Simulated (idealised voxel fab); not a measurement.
voxel spacer lines: a process module
Cross-section cut: width 235 nm, square cells of 5 nm.
The cross-sections in this document take the form of a grid made of square cells. They are written out as bands, in order from top to bottom. Each band consists of one or more rows of cells. Top height, bottom height, nm. Materials left to right, width each, nm. Single material + "edge to edge" = fills band edge to edge. "empty" = empty. The level at which height equals 0 is the one under which the wafer, as it arrives, is entirely one material. No lower edge exists for the bottom band, which continues downward and is notated as in "0..down". Note: "30 to 40" means the width goes from the first number (top row of the band) to the second number (bottom row) in equal steps per row of cells. What does "nothing different" mean for a step? It means no cell of the cross-section changed in that step. What "Closed void listing" gives you is every empty space of 8 cells or more that is cut off from the top. Each appears as width x height at distance, with the distance taken from the left edge and width, height and distance all in nm. Where a step's line continues beyond its settings, the continuation is a remark by the simulator itself on that step. Among the settings permitted on a step's line is "overlay nm"; applied to a step with a mask, it specifies the extent to which the mask lay to the right of its planned position, whereas a negative figure signifies a position to the left.

Steps planned for the process
1 RECEIVE (material Si)
2 CONFORMAL_DEP (material Al2O3; thk nm 5)
3 DIRECTIONAL_DEP (material polySi; thk nm 10)
4 DIRECTIONAL_DEP (material aC; thk nm 30)
5 PATTERN (tone cover; mask id MANDREL; material resist; width nm 15; pitch nm 50; thk nm 35; overlay nm 0)
6 DIRECTIONAL_ETCH (etch materials aC; depth nm 30)
7 STRIP (etch materials resist)
8 CONFORMAL_DEP (material SiO2; thk nm 10)
9 DIRECTIONAL_ETCH (etch materials SiO2; depth nm 10)
10 STRIP (etch materials aC)
11 DIRECTIONAL_ETCH (etch materials polySi; depth nm 10)
12 STRIP (etch materials SiO2)
Variable across wafers: step 5 width nm (plan value is that of the first wafer; starting state common to all).

The first of several wafers, as received after step 1, seen in section
0..down: Si edge to edge
Closed void listing: none

Rows = wafers. At module end, each row lists per material the cells gained (+) or lost (-) since the wafer was received, then the closed voids
width nm 15 | +47 Al2O3 | +16 polySi | Closed void listing: none
width nm 20 | +47 Al2O3 | +16 polySi | Closed void listing: none
width nm 25 | +47 Al2O3 | +16 polySi | Closed void listing: none
width nm 30 | +47 Al2O3 | +16 polySi | Closed void listing: none
